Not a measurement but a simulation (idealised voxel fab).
process module | voxel self aligned vias
The cross-section shown here is cut; it is 300 nm wide and divided into square cells measuring 5 nm on a side.
Each cross-section below is a grid of square cells, stated as bands in top-down order, with one or more rows of cells making up each band.
Per band: top height and bottom height in nm, followed by the left-to-right materials and their widths in nm; "edge to edge" marks a single material spanning edge to edge, "blank" marks empty space.
Height is counted from the level 0, under which the received wafer is composed throughout of one material. The lowest of the bands is not closed at the bottom but continues downward, in the notation "top 0, no bottom".
Quick explanation for "30 to 40": the width changes in equal steps down the rows of cells, from the first number in the band's top row to the second number in its bottom row.
Reading "remains unaltered" for a step: not a cell of the cross-section changed in it.
"Voids, sealed" contains a list of empty spaces, each no smaller than 8 cells and without an open way to the top, written in the form width x height at distance with the distance from the left edge and all three in nm.
Whatever follows a step's settings on its line is a remark the simulator itself makes about that step.
"overlay nm", when on a step's line for a step with a mask, measures how far to the right of its planned place the mask lay; a negative measure means to the left.
Each pair below shows a cross-section before one step and the cross-section after it, down to the lowest band that changed. The line under each pair gives the step between them, with its settings. The pairs can come from different runs of this module on the same starting wafer, so a pair continues from the pair above only where its "Ex-ante state" says so.

Ex-ante state
  top 60, bottom 45: 80 of resist | 20 of blank | 40 of resist | 20 of blank | 40 of resist | 20 of blank | 80 of resist
  top 45, bottom 5: SiO2 edge to edge
  top 5, bottom 0: SiCN edge to edge
  top 0, no bottom: Si edge to edge
  Voids, sealed: none

Sectional Result
  top 60, bottom 45: 80 of resist | 20 of blank | 40 of resist | 20 of blank | 40 of resist | 20 of blank | 80 of resist
  top 45, bottom 20: 80 of SiO2 | 20 of blank | 40 of SiO2 | 20 of blank | 40 of SiO2 | 20 of blank | 80 of SiO2
  Nothing below the height 20 has changed.
  Voids, sealed: none
Step that separates the before view from the after view above: DIRECTIONAL_ETCH (etch materials SiO2; depth nm 25)

Ex-ante state: = after-state of the pair above.

Sectional Result
  top 45, bottom 20: 80 of SiO2 | 20 of blank | 40 of SiO2 | 20 of blank | 40 of SiO2 | 20 of blank | 80 of SiO2
  Nothing below the height 20 has changed.
  Voids, sealed: none
Step that separates the before view from the after view above: STRIP (etch materials resist)

Ex-ante state: = after-state of the pair above.

Sectional Result
  top 50, bottom 45: 85 of TiN | 10 of blank | 50 of TiN | 10 of blank | 50 of TiN | 10 of blank | 85 of TiN
  top 45, bottom 25: 80 of SiO2 | 5 of TiN | 10 of blank | 5 of TiN | 40 of SiO2 | 5 of TiN | 10 of blank | 5 of TiN | 40 of SiO2 | 5 of TiN | 10 of blank | 5 of TiN | 80 of SiO2
  top 25, bottom 20: 80 of SiO2 | 20 of TiN | 40 of SiO2 | 20 of TiN | 40 of SiO2 | 20 of TiN | 80 of SiO2
  Nothing below the height 20 has changed.
  Voids, sealed: none
Step that separates the before view from the after view above: CONFORMAL_DEP (material TiN; thk nm 5)

Ex-ante state: = after-state of the pair above.

Sectional Result
  top 60, bottom 50: W edge to edge
  top 50, bottom 45: 85 of TiN | 10 of W | 50 of TiN | 10 of W | 50 of TiN | 10 of W | 85 of TiN
  top 45, bottom 25: 80 of SiO2 | 5 of TiN | 10 of W | 5 of TiN | 40 of SiO2 | 5 of TiN | 10 of W | 5 of TiN | 40 of SiO2 | 5 of TiN | 10 of W | 5 of TiN | 80 of SiO2
  Nothing below the height 25 has changed.
  Voids, sealed: none
Step that separates the before view from the after view above: FILL_DEP (material W; thk nm 10)

Ex-ante state: = after-state of the pair above.

Sectional Result
  top 45, bottom 25: 80 of SiO2 | 5 of TiN | 10 of W | 5 of TiN | 40 of SiO2 | 5 of TiN | 10 of W | 5 of TiN | 40 of SiO2 | 5 of TiN | 10 of W | 5 of TiN | 80 of SiO2
  Nothing below the height 25 has changed.
  Voids, sealed: none
Step that separates the before view from the after view above: CMP (height nm 45)

Ex-ante state: = after-state of the pair above.

Sectional Result
  top 45, bottom 40: 80 of SiO2 | 20 of blank | 40 of SiO2 | 20 of blank | 40 of SiO2 | 20 of blank | 80 of SiO2
  Nothing below the height 40 has changed.
  Voids, sealed: none
Step that separates the before view from the after view above: SELECTIVE_ETCH (etch materials W Ru TiN; depth nm 5)

Ex-ante state: = after-state of the pair above.

Sectional Result
  top 50, bottom 45: SiN edge to edge
  top 45, bottom 40: 80 of SiO2 | 20 of SiN | 40 of SiO2 | 20 of SiN | 40 of SiO2 | 20 of SiN | 80 of SiO2
  Nothing below the height 40 has changed.
  Voids, sealed: none
Step that separates the before view from the after view above: FILL_DEP (material SiN; thk nm 5)

Ex-ante state: = after-state of the pair above.

Sectional Result
  top 45, bottom 40: 80 of SiO2 | 20 of SiN | 40 of SiO2 | 20 of SiN | 40 of SiO2 | 20 of SiN | 80 of SiO2
  Nothing below the height 40 has changed.
  Voids, sealed: none
Step that separates the before view from the after view above: CMP (height nm 45)

Ex-ante state: = after-state of the pair above.

Sectional Result
  top 65, bottom 45: SiO2 edge to edge
  Nothing below the height 45 has changed.
  Voids, sealed: none
Step that separates the before view from the after view above: DIRECTIONAL_DEP (material SiO2; thk nm 20)

Ex-ante state: = after-state of the pair above.

Sectional Result
  top 75, bottom 65: aC edge to edge
  Nothing below the height 65 has changed.
  Voids, sealed: none
Step that separates the before view from the after view above: DIRECTIONAL_DEP (material aC; thk nm 10)

Ex-ante state: = after-state of the pair above.

Sectional Result
  top 105, bottom 75: 70 of resist | 40 of blank | 20 of resist | 40 of blank | 20 of resist | 40 of blank | 70 of resist
  Nothing below the height 75 has changed.
  Voids, sealed: none
Step that separates the before view from the after view above: PATTERN (tone open; mask id VIAS; material resist; width nm 40; pitch nm 60; thk nm 30; overlay nm 0)

Ex-ante state: = after-state of the pair above.

Sectional Result
  top 95, bottom 75: 70 of resist | 40 of blank | 20 of resist | 40 of blank | 20 of resist | 40 of blank | 70 of resist
  top 75, bottom 65: 70 of aC | 40 of blank | 20 of aC | 40 of blank | 20 of aC | 40 of blank | 70 of aC
  Nothing below the height 65 has changed.
  Voids, sealed: none
Step that separates the before view from the after view above: DIRECTIONAL_ETCH (etch materials aC; depth nm 10)

Ex-ante state: = after-state of the pair above.

Sectional Result
  top 75, bottom 65: 70 of aC | 40 of blank | 20 of aC | 40 of blank | 20 of aC | 40 of blank | 70 of aC
  Nothing below the height 65 has changed.
  Voids, sealed: none
Step that separates the before view from the after view above: STRIP (etch materials resist)

Ex-ante state: = after-state of the pair above.

Sectional Result
  top 75, bottom 65: 70 of aC | 40 of blank | 20 of aC | 40 of blank | 20 of aC | 40 of blank | 70 of aC
  top 65, bottom 45: 70 of SiO2 | 40 of blank | 20 of SiO2 | 40 of blank | 20 of SiO2 | 40 of blank | 70 of SiO2
  Nothing below the height 45 has changed.
  Voids, sealed: none
Step that separates the before view from the after view above: DIRECTIONAL_ETCH (etch materials SiO2; depth nm 20)

Ex-ante state: = after-state of the pair above.

Sectional Result
  top 75, bottom 65: 70 of aC | 40 of blank | 20 of aC | 40 of blank | 20 of aC | 40 of blank | 70 of aC
  top 65, bottom 45: 70 of SiO2 | 40 of blank | 20 of SiO2 | 40 of blank | 20 of SiO2 | 40 of blank | 70 of SiO2
  top 45, bottom 40: 80 of SiO2 | 20 of blank | 40 of SiO2 | 20 of blank | 40 of SiO2 | 20 of blank | 80 of SiO2
  Nothing below the height 40 has changed.
  Voids, sealed: none
Step that separates the before view from the after view above: DIRECTIONAL_ETCH (etch materials SiN; depth nm 5)

Ex-ante state: = after-state of the pair above.

Sectional Result
  top 65, bottom 45: 70 of SiO2 | 40 of blank | 20 of SiO2 | 40 of blank | 20 of SiO2 | 40 of blank | 70 of SiO2
  Nothing below the height 45 has changed.
  Voids, sealed: none
Step that separates the before view from the after view above: STRIP (etch materials aC)

Ex-ante state: = after-state of the pair above.

Sectional Result
  top 70, bottom 65: 75 of TiN | 30 of blank | 30 of TiN | 30 of blank | 30 of TiN | 30 of blank | 75 of TiN
  top 65, bottom 50: 70 of SiO2 | 5 of TiN | 30 of blank | 5 of TiN | 20 of SiO2 | 5 of TiN | 30 of blank | 5 of TiN | 20 of SiO2 | 5 of TiN | 30 of blank | 5 of TiN | 70 of SiO2
  top 50, bottom 45: 70 of SiO2 | 15 of TiN | 10 of blank | 15 of TiN | 20 of SiO2 | 15 of TiN | 10 of blank | 15 of TiN | 20 of SiO2 | 15 of TiN | 10 of blank | 15 of TiN | 70 of SiO2
  top 45, bottom 40: 80 of SiO2 | 20 of TiN | 40 of SiO2 | 20 of TiN | 40 of SiO2 | 20 of TiN | 80 of SiO2
  Nothing below the height 40 has changed.
  Voids, sealed: none
Step that separates the before view from the after view above: CONFORMAL_DEP (material TiN; thk nm 5)

Ex-ante state: = after-state of the pair above.

Sectional Result
  top 80, bottom 70: Ru edge to edge
  top 70, bottom 65: 75 of TiN | 30 of Ru | 30 of TiN | 30 of Ru | 30 of TiN | 30 of Ru | 75 of TiN
  top 65, bottom 50: 70 of SiO2 | 5 of TiN | 30 of Ru | 5 of TiN | 20 of SiO2 | 5 of TiN | 30 of Ru | 5 of TiN | 20 of SiO2 | 5 of TiN | 30 of Ru | 5 of TiN | 70 of SiO2
  top 50, bottom 45: 70 of SiO2 | 15 of TiN | 10 of Ru | 15 of TiN | 20 of SiO2 | 15 of TiN | 10 of Ru | 15 of TiN | 20 of SiO2 | 15 of TiN | 10 of Ru | 15 of TiN | 70 of SiO2
  Nothing below the height 45 has changed.
  Voids, sealed: none
Step that separates the before view from the after view above: FILL_DEP (material Ru; thk nm 10)

Ex-ante state: = after-state of the pair above.

Sectional Result
  top 65, bottom 50: 70 of SiO2 | 5 of TiN | 30 of Ru | 5 of TiN | 20 of SiO2 | 5 of TiN | 30 of Ru | 5 of TiN | 20 of SiO2 | 5 of TiN | 30 of Ru | 5 of TiN | 70 of SiO2
  Nothing below the height 50 has changed.
  Voids, sealed: none
Step that separates the before view from the after view above: CMP (height nm 65)

Ex-ante state: = after-state of the pair above.

Sectional Result
  top 70, bottom 65: SiN edge to edge
  Nothing below the height 65 has changed.
  Voids, sealed: none
Step that separates the before view from the after view above: CONFORMAL_DEP (material SiN; thk nm 5)

Ex-ante state
  top 60, bottom 50: W edge to edge
  top 50, bottom 45: 85 of TiN | 10 of W | 50 of TiN | 10 of W | 50 of TiN | 10 of W | 85 of TiN
  top 45, bottom 25: 80 of SiO2 | 5 of TiN | 10 of W | 5 of TiN | 40 of SiO2 | 5 of TiN | 10 of W | 5 of TiN | 40 of SiO2 | 5 of TiN | 10 of W | 5 of TiN | 80 of SiO2
  top 25, bottom 20: 80 of SiO2 | 20 of TiN | 40 of SiO2 | 20 of TiN | 40 of SiO2 | 20 of TiN | 80 of SiO2
  top 20, bottom 15: SiCN edge to edge
  top 15, bottom 0: SiO2 edge to edge
  top 0, no bottom: Si edge to edge
  Voids, sealed: none

Sectional Result
  top 40, bottom 25: 80 of SiO2 | 5 of TiN | 10 of W | 5 of TiN | 40 of SiO2 | 5 of TiN | 10 of W | 5 of TiN | 40 of SiO2 | 5 of TiN | 10 of W | 5 of TiN | 80 of SiO2
  Nothing below the height 25 has changed.
  Voids, sealed: none
Step that separates the before view from the after view above: CMP (height nm 40)

Ex-ante state: = after-state of the pair above.

Sectional Result
  top 40, bottom 35: 80 of SiO2 | 20 of blank | 40 of SiO2 | 20 of blank | 40 of SiO2 | 20 of blank | 80 of SiO2
  Nothing below the height 35 has changed.
  Voids, sealed: none
Step that separates the before view from the after view above: SELECTIVE_ETCH (etch materials W Ru TiN; depth nm 5)

Ex-ante state: = after-state of the pair above.

Sectional Result
  top 45, bottom 40: SiN edge to edge
  top 40, bottom 35: 80 of SiO2 | 20 of SiN | 40 of SiO2 | 20 of SiN | 40 of SiO2 | 20 of SiN | 80 of SiO2
  Nothing below the height 35 has changed.
  Voids, sealed: none
Step that separates the before view from the after view above: FILL_DEP (material SiN; thk nm 5)

Ex-ante state: = after-state of the pair above.

Sectional Result
  top 65, bottom 45: SiO2 edge to edge
  Nothing below the height 45 has changed.
  Voids, sealed: none
Step that separates the before view from the after view above: DIRECTIONAL_DEP (material SiO2; thk nm 20)

Ex-ante state: = after-state of the pair above.

Sectional Result
  top 75, bottom 65: aC edge to edge
  Nothing below the height 65 has changed.
  Voids, sealed: none
Step that separates the before view from the after view above: DIRECTIONAL_DEP (material aC; thk nm 10)

Ex-ante state: = after-state of the pair above.

Sectional Result
  top 105, bottom 75: 70 of resist | 40 of blank | 20 of resist | 40 of blank | 20 of resist | 40 of blank | 70 of resist
  Nothing below the height 75 has changed.
  Voids, sealed: none
Step that separates the before view from the after view above: PATTERN (tone open; mask id VIAS; material resist; width nm 40; pitch nm 60; thk nm 30; overlay nm 0)

Ex-ante state: = after-state of the pair above.

Sectional Result
  top 95, bottom 75: 70 of resist | 40 of blank | 20 of resist | 40 of blank | 20 of resist | 40 of blank | 70 of resist
  top 75, bottom 65: 70 of aC | 40 of blank | 20 of aC | 40 of blank | 20 of aC | 40 of blank | 70 of aC
  Nothing below the height 65 has changed.
  Voids, sealed: none
Step that separates the before view from the after view above: DIRECTIONAL_ETCH (etch materials aC; depth nm 10)

Ex-ante state: = after-state of the pair above.

Sectional Result
  top 75, bottom 65: 70 of aC | 40 of blank | 20 of aC | 40 of blank | 20 of aC | 40 of blank | 70 of aC
  Nothing below the height 65 has changed.
  Voids, sealed: none
Step that separates the before view from the after view above: STRIP (etch materials resist)

Ex-ante state: = after-state of the pair above.

Sectional Result
  top 75, bottom 65: 70 of aC | 40 of blank | 20 of aC | 40 of blank | 20 of aC | 40 of blank | 70 of aC
  top 65, bottom 45: 70 of SiO2 | 40 of blank | 20 of SiO2 | 40 of blank | 20 of SiO2 | 40 of blank | 70 of SiO2
  Nothing below the height 45 has changed.
  Voids, sealed: none
Step that separates the before view from the after view above: DIRECTIONAL_ETCH (etch materials SiO2; depth nm 20)

Ex-ante state: = after-state of the pair above.

Sectional Result
  top 75, bottom 65: 70 of aC | 40 of blank | 20 of aC | 40 of blank | 20 of aC | 40 of blank | 70 of aC
  top 65, bottom 45: 70 of SiO2 | 40 of blank | 20 of SiO2 | 40 of blank | 20 of SiO2 | 40 of blank | 70 of SiO2
  top 45, bottom 40: 70 of SiN | 40 of blank | 20 of SiN | 40 of blank | 20 of SiN | 40 of blank | 70 of SiN
  Nothing below the height 40 has changed.
  Voids, sealed: none
Step that separates the before view from the after view above: DIRECTIONAL_ETCH (etch materials SiN; depth nm 5)

Ex-ante state: = after-state of the pair above.

Sectional Result
  top 65, bottom 45: 70 of SiO2 | 40 of blank | 20 of SiO2 | 40 of blank | 20 of SiO2 | 40 of blank | 70 of SiO2
  Nothing below the height 45 has changed.
  Voids, sealed: none
Step that separates the before view from the after view above: STRIP (etch materials aC)

Ex-ante state: = after-state of the pair above.

Sectional Result
  top 70, bottom 65: 75 of TiN | 30 of blank | 30 of TiN | 30 of blank | 30 of TiN | 30 of blank | 75 of TiN
  top 65, bottom 45: 70 of SiO2 | 5 of TiN | 30 of blank | 5 of TiN | 20 of SiO2 | 5 of TiN | 30 of blank | 5 of TiN | 20 of SiO2 | 5 of TiN | 30 of blank | 5 of TiN | 70 of SiO2
  top 45, bottom 40: 70 of SiN | 40 of TiN | 20 of SiN | 40 of TiN | 20 of SiN | 40 of TiN | 70 of SiN
  Nothing below the height 40 has changed.
  Voids, sealed: none
Step that separates the before view from the after view above: CONFORMAL_DEP (material TiN; thk nm 5)

Ex-ante state: = after-state of the pair above.

Sectional Result
  top 80, bottom 70: Ru edge to edge
  top 70, bottom 65: 75 of TiN | 30 of Ru | 30 of TiN | 30 of Ru | 30 of TiN | 30 of Ru | 75 of TiN
  top 65, bottom 45: 70 of SiO2 | 5 of TiN | 30 of Ru | 5 of TiN | 20 of SiO2 | 5 of TiN | 30 of Ru | 5 of TiN | 20 of SiO2 | 5 of TiN | 30 of Ru | 5 of TiN | 70 of SiO2
  Nothing below the height 45 has changed.
  Voids, sealed: none
Step that separates the before view from the after view above: FILL_DEP (material Ru; thk nm 10)

Ex-ante state: = after-state of the pair above.

Sectional Result
  top 65, bottom 45: 70 of SiO2 | 5 of TiN | 30 of Ru | 5 of TiN | 20 of SiO2 | 5 of TiN | 30 of Ru | 5 of TiN | 20 of SiO2 | 5 of TiN | 30 of Ru | 5 of TiN | 70 of SiO2
  Nothing below the height 45 has changed.
  Voids, sealed: none
Step that separates the before view from the after view above: CMP (height nm 65)

Ex-ante state: = after-state of the pair above.

Sectional Result
  top 70, bottom 65: SiN edge to edge
  Nothing below the height 65 has changed.
  Voids, sealed: none
Step that separates the before view from the after view above: CONFORMAL_DEP (material SiN; thk nm 5)

Ex-ante state
  top 75, bottom 65: aC edge to edge
  top 65, bottom 45: SiO2 edge to edge
  top 45, bottom 40: 80 of SiO2 | 20 of SiN | 40 of SiO2 | 20 of SiN | 40 of SiO2 | 20 of SiN | 80 of SiO2
  top 40, bottom 25: 80 of SiO2 | 5 of TiN | 10 of W | 5 of TiN | 40 of SiO2 | 5 of TiN | 10 of W | 5 of TiN | 40 of SiO2 | 5 of TiN | 10 of W | 5 of TiN | 80 of SiO2
  top 25, bottom 20: 80 of SiO2 | 20 of TiN | 40 of SiO2 | 20 of TiN | 40 of SiO2 | 20 of TiN | 80 of SiO2
  top 20, bottom 15: SiCN edge to edge
  top 15, bottom 0: SiO2 edge to edge
  top 0, no bottom: Si edge to edge
  Voids, sealed: none

Sectional Result
  top 105, bottom 75: 70 of resist | 45 of blank | 15 of resist | 45 of blank | 15 of resist | 45 of blank | 65 of resist
  Nothing below the height 75 has changed.
  Voids, sealed: none
Step that separates the before view from the after view above: PATTERN (tone open; mask id VIAS; material resist; width nm 45; pitch nm 60; thk nm 30; overlay nm 0)

Ex-ante state: = after-state of the pair above.

Sectional Result
  top 95, bottom 75: 70 of resist | 45 of blank | 15 of resist | 45 of blank | 15 of resist | 45 of blank | 65 of resist
  top 75, bottom 65: 70 of aC | 45 of blank | 15 of aC | 45 of blank | 15 of aC | 45 of blank | 65 of aC
  Nothing below the height 65 has changed.
  Voids, sealed: none
Step that separates the before view from the after view above: DIRECTIONAL_ETCH (etch materials aC; depth nm 10)

Ex-ante state: = after-state of the pair above.

Sectional Result
  top 75, bottom 65: 70 of aC | 45 of blank | 15 of aC | 45 of blank | 15 of aC | 45 of blank | 65 of aC
  Nothing below the height 65 has changed.
  Voids, sealed: none
Step that separates the before view from the after view above: STRIP (etch materials resist)

Ex-ante state: = after-state of the pair above.

Sectional Result
  top 75, bottom 65: 70 of aC | 45 of blank | 15 of aC | 45 of blank | 15 of aC | 45 of blank | 65 of aC
  top 65, bottom 45: 70 of SiO2 | 45 of blank | 15 of SiO2 | 45 of blank | 15 of SiO2 | 45 of blank | 65 of SiO2
  Nothing below the height 45 has changed.
  Voids, sealed: none
Step that separates the before view from the after view above: DIRECTIONAL_ETCH (etch materials SiO2; depth nm 20)

Ex-ante state: = after-state of the pair above.

Sectional Result
  top 75, bottom 65: 70 of aC | 45 of blank | 15 of aC | 45 of blank | 15 of aC | 45 of blank | 65 of aC
  top 65, bottom 45: 70 of SiO2 | 45 of blank | 15 of SiO2 | 45 of blank | 15 of SiO2 | 45 of blank | 65 of SiO2
  top 45, bottom 40: 80 of SiO2 | 20 of blank | 40 of SiO2 | 20 of blank | 40 of SiO2 | 20 of blank | 80 of SiO2
  Nothing below the height 40 has changed.
  Voids, sealed: none
Step that separates the before view from the after view above: DIRECTIONAL_ETCH (etch materials SiN; depth nm 5)

Ex-ante state: = after-state of the pair above.

Sectional Result
  top 65, bottom 45: 70 of SiO2 | 45 of blank | 15 of SiO2 | 45 of blank | 15 of SiO2 | 45 of blank | 65 of SiO2
  Nothing below the height 45 has changed.
  Voids, sealed: none
Step that separates the before view from the after view above: STRIP (etch materials aC)

Ex-ante state: = after-state of the pair above.

Sectional Result
  top 70, bottom 65: 75 of TiN | 35 of blank | 25 of TiN | 35 of blank | 25 of TiN | 35 of blank | 70 of TiN
  top 65, bottom 50: 70 of SiO2 | 5 of TiN | 35 of blank | 5 of TiN | 15 of SiO2 | 5 of TiN | 35 of blank | 5 of TiN | 15 of SiO2 | 5 of TiN | 35 of blank | 5 of TiN | 65 of SiO2
  top 50, bottom 45: 70 of SiO2 | 15 of TiN | 10 of blank | 20 of TiN | 15 of SiO2 | 15 of TiN | 10 of blank | 20 of TiN | 15 of SiO2 | 15 of TiN | 10 of blank | 20 of TiN | 65 of SiO2
  top 45, bottom 40: 80 of SiO2 | 20 of TiN | 40 of SiO2 | 20 of TiN | 40 of SiO2 | 20 of TiN | 80 of SiO2
  Nothing below the height 40 has changed.
  Voids, sealed: none
Step that separates the before view from the after view above: CONFORMAL_DEP (material TiN; thk nm 5)

Ex-ante state: = after-state of the pair above.

Sectional Result
  top 80, bottom 70: Ru edge to edge
  top 70, bottom 65: 75 of TiN | 35 of Ru | 25 of TiN | 35 of Ru | 25 of TiN | 35 of Ru | 70 of TiN
  top 65, bottom 50: 70 of SiO2 | 5 of TiN | 35 of Ru | 5 of TiN | 15 of SiO2 | 5 of TiN | 35 of Ru | 5 of TiN | 15 of SiO2 | 5 of TiN | 35 of Ru | 5 of TiN | 65 of SiO2
  top 50, bottom 45: 70 of SiO2 | 15 of TiN | 10 of Ru | 20 of TiN | 15 of SiO2 | 15 of TiN | 10 of Ru | 20 of TiN | 15 of SiO2 | 15 of TiN | 10 of Ru | 20 of TiN | 65 of SiO2
  Nothing below the height 45 has changed.
  Voids, sealed: none
Step that separates the before view from the after view above: FILL_DEP (material Ru; thk nm 10)

Ex-ante state: = after-state of the pair above.

Sectional Result
  top 65, bottom 50: 70 of SiO2 | 5 of TiN | 35 of Ru | 5 of TiN | 15 of SiO2 | 5 of TiN | 35 of Ru | 5 of TiN | 15 of SiO2 | 5 of TiN | 35 of Ru | 5 of TiN | 65 of SiO2
  Nothing below the height 50 has changed.
  Voids, sealed: none
Step that separates the before view from the after view above: CMP (height nm 65)

Ex-ante state: = after-state of the pair above.

Sectional Result
  top 70, bottom 65: SiN edge to edge
  Nothing below the height 65 has changed.
  Voids, sealed: none
Step that separates the before view from the after view above: CONFORMAL_DEP (material SiN; thk nm 5)

Ex-ante state
  top 75, bottom 65: aC edge to edge
  top 65, bottom 45: SiO2 edge to edge
  top 45, bottom 40: 80 of SiO2 | 20 of SiN | 40 of SiO2 | 20 of SiN | 40 of SiO2 | 20 of SiN | 80 of SiO2
  top 40, bottom 25: 80 of SiO2 | 5 of TiN | 10 of W | 5 of TiN | 40 of SiO2 | 5 of TiN | 10 of W | 5 of TiN | 40 of SiO2 | 5 of TiN | 10 of W | 5 of TiN | 80 of SiO2
  top 25, bottom 20: 80 of SiO2 | 20 of TiN | 40 of SiO2 | 20 of TiN | 40 of SiO2 | 20 of TiN | 80 of SiO2
  top 20, bottom 15: SiCN edge to edge
  top 15, bottom 0: SiO2 edge to edge
  top 0, no bottom: Si edge to edge
  Voids, sealed: none

Sectional Result
  top 105, bottom 75: 80 of resist | 40 of blank | 20 of resist | 40 of blank | 20 of resist | 40 of blank | 60 of resist
  Nothing below the height 75 has changed.
  Voids, sealed: none
Step that separates the before view from the after view above: PATTERN (tone open; mask id VIAS; material resist; width nm 40; pitch nm 60; thk nm 30; overlay nm 10)

Ex-ante state: = after-state of the pair above.

Sectional Result
  top 95, bottom 75: 80 of resist | 40 of blank | 20 of resist | 40 of blank | 20 of resist | 40 of blank | 60 of resist
  top 75, bottom 65: 80 of aC | 40 of blank | 20 of aC | 40 of blank | 20 of aC | 40 of blank | 60 of aC
  Nothing below the height 65 has changed.
  Voids, sealed: none
Step that separates the before view from the after view above: DIRECTIONAL_ETCH (etch materials aC; depth nm 10)

Ex-ante state: = after-state of the pair above.

Sectional Result
  top 75, bottom 65: 80 of aC | 40 of blank | 20 of aC | 40 of blank | 20 of aC | 40 of blank | 60 of aC
  Nothing below the height 65 has changed.
  Voids, sealed: none
Step that separates the before view from the after view above: STRIP (etch materials resist)

Ex-ante state: = after-state of the pair above.

Sectional Result
  top 75, bottom 65: 80 of aC | 40 of blank | 20 of aC | 40 of blank | 20 of aC | 40 of blank | 60 of aC
  top 65, bottom 45: 80 of SiO2 | 40 of blank | 20 of SiO2 | 40 of blank | 20 of SiO2 | 40 of blank | 60 of SiO2
  Nothing below the height 45 has changed.
  Voids, sealed: none
Step that separates the before view from the after view above: DIRECTIONAL_ETCH (etch materials SiO2; depth nm 20)

Ex-ante state: = after-state of the pair above.

Sectional Result
  top 75, bottom 65: 80 of aC | 40 of blank | 20 of aC | 40 of blank | 20 of aC | 40 of blank | 60 of aC
  top 65, bottom 45: 80 of SiO2 | 40 of blank | 20 of SiO2 | 40 of blank | 20 of SiO2 | 40 of blank | 60 of SiO2
  top 45, bottom 40: 80 of SiO2 | 20 of blank | 40 of SiO2 | 20 of blank | 40 of SiO2 | 20 of blank | 80 of SiO2
  Nothing below the height 40 has changed.
  Voids, sealed: none
Step that separates the before view from the after view above: DIRECTIONAL_ETCH (etch materials SiN; depth nm 5)

Ex-ante state: = after-state of the pair above.

Sectional Result
  top 65, bottom 45: 80 of SiO2 | 40 of blank | 20 of SiO2 | 40 of blank | 20 of SiO2 | 40 of blank | 60 of SiO2
  Nothing below the height 45 has changed.
  Voids, sealed: none
Step that separates the before view from the after view above: STRIP (etch materials aC)

Ex-ante state: = after-state of the pair above.

Sectional Result
  top 70, bottom 65: 85 of TiN | 30 of blank | 30 of TiN | 30 of blank | 30 of TiN | 30 of blank | 65 of TiN
  top 65, bottom 50: 80 of SiO2 | 5 of TiN | 30 of blank | 5 of TiN | 20 of SiO2 | 5 of TiN | 30 of blank | 5 of TiN | 20 of SiO2 | 5 of TiN | 30 of blank | 5 of TiN | 60 of SiO2
  top 50, bottom 45: 80 of SiO2 | 5 of TiN | 10 of blank | 25 of TiN | 20 of SiO2 | 5 of TiN | 10 of blank | 25 of TiN | 20 of SiO2 | 5 of TiN | 10 of blank | 25 of TiN | 60 of SiO2
  top 45, bottom 40: 80 of SiO2 | 20 of TiN | 40 of SiO2 | 20 of TiN | 40 of SiO2 | 20 of TiN | 80 of SiO2
  Nothing below the height 40 has changed.
  Voids, sealed: none
Step that separates the before view from the after view above: CONFORMAL_DEP (material TiN; thk nm 5)

Ex-ante state: = after-state of the pair above.

Sectional Result
  top 80, bottom 70: Ru edge to edge
  top 70, bottom 65: 85 of TiN | 30 of Ru | 30 of TiN | 30 of Ru | 30 of TiN | 30 of Ru | 65 of TiN
  top 65, bottom 50: 80 of SiO2 | 5 of TiN | 30 of Ru | 5 of TiN | 20 of SiO2 | 5 of TiN | 30 of Ru | 5 of TiN | 20 of SiO2 | 5 of TiN | 30 of Ru | 5 of TiN | 60 of SiO2
  top 50, bottom 45: 80 of SiO2 | 5 of TiN | 10 of Ru | 25 of TiN | 20 of SiO2 | 5 of TiN | 10 of Ru | 25 of TiN | 20 of SiO2 | 5 of TiN | 10 of Ru | 25 of TiN | 60 of SiO2
  Nothing below the height 45 has changed.
  Voids, sealed: none
Step that separates the before view from the after view above: FILL_DEP (material Ru; thk nm 10)

Ex-ante state: = after-state of the pair above.

Sectional Result
  top 65, bottom 50: 80 of SiO2 | 5 of TiN | 30 of Ru | 5 of TiN | 20 of SiO2 | 5 of TiN | 30 of Ru | 5 of TiN | 20 of SiO2 | 5 of TiN | 30 of Ru | 5 of TiN | 60 of SiO2
  Nothing below the height 50 has changed.
  Voids, sealed: none
Step that separates the before view from the after view above: CMP (height nm 65)

Ex-ante state: = after-state of the pair above.

Sectional Result
  top 70, bottom 65: SiN edge to edge
  Nothing below the height 65 has changed.
  Voids, sealed: none
Step that separates the before view from the after view above: CONFORMAL_DEP (material SiN; thk nm 5)

Ex-ante state
  top 70, bottom 65: 75 of TiN | 30 of blank | 30 of TiN | 30 of blank | 30 of TiN | 30 of blank | 75 of TiN
  top 65, bottom 50: 70 of SiO2 | 5 of TiN | 30 of blank | 5 of TiN | 20 of SiO2 | 5 of TiN | 30 of blank | 5 of TiN | 20 of SiO2 | 5 of TiN | 30 of blank | 5 of TiN | 70 of SiO2
  top 50, bottom 45: 70 of SiO2 | 15 of TiN | 10 of blank | 15 of TiN | 20 of SiO2 | 15 of TiN | 10 of blank | 15 of TiN | 20 of SiO2 | 15 of TiN | 10 of blank | 15 of TiN | 70 of SiO2
  top 45, bottom 40: 80 of SiO2 | 20 of TiN | 40 of SiO2 | 20 of TiN | 40 of SiO2 | 20 of TiN | 80 of SiO2
  top 40, bottom 25: 80 of SiO2 | 5 of TiN | 10 of W | 5 of TiN | 40 of SiO2 | 5 of TiN | 10 of W | 5 of TiN | 40 of SiO2 | 5 of TiN | 10 of W | 5 of TiN | 80 of SiO2
  top 25, bottom 20: 80 of SiO2 | 20 of TiN | 40 of SiO2 | 20 of TiN | 40 of SiO2 | 20 of TiN | 80 of SiO2
  top 20, bottom 15: SiCN edge to edge
  top 15, bottom 0: SiO2 edge to edge
  top 0, no bottom: Si edge to edge
  Voids, sealed: none

Sectional Result
  top 80, bottom 70: SiN edge to edge
  top 70, bottom 65: 75 of TiN | 30 of SiN | 30 of TiN | 30 of SiN | 30 of TiN | 30 of SiN | 75 of TiN
  top 65, bottom 50: 70 of SiO2 | 5 of TiN | 30 of SiN | 5 of TiN | 20 of SiO2 | 5 of TiN | 30 of SiN | 5 of TiN | 20 of SiO2 | 5 of TiN | 30 of SiN | 5 of TiN | 70 of SiO2
  top 50, bottom 45: 70 of SiO2 | 15 of TiN | 10 of SiN | 15 of TiN | 20 of SiO2 | 15 of TiN | 10 of SiN | 15 of TiN | 20 of SiO2 | 15 of TiN | 10 of SiN | 15 of TiN | 70 of SiO2
  Nothing below the height 45 has changed.
  Voids, sealed: none
Step that separates the before view from the after view above: FILL_DEP (material SiN; thk nm 10)

Ex-ante state: = after-state of the pair above.

Sectional Result
  top 65, bottom 50: 70 of SiO2 | 5 of TiN | 30 of SiN | 5 of TiN | 20 of SiO2 | 5 of TiN | 30 of SiN | 5 of TiN | 20 of SiO2 | 5 of TiN | 30 of SiN | 5 of TiN | 70 of SiO2
  Nothing below the height 50 has changed.
  Voids, sealed: none
Step that separates the before view from the after view above: CMP (height nm 65)

Ex-ante state: = after-state of the pair above.

Sectional Result
  top 70, bottom 65: SiN edge to edge
  Nothing below the height 65 has changed.
  Voids, sealed: none
Step that separates the before view from the after view above: CONFORMAL_DEP (material SiN; thk nm 5)
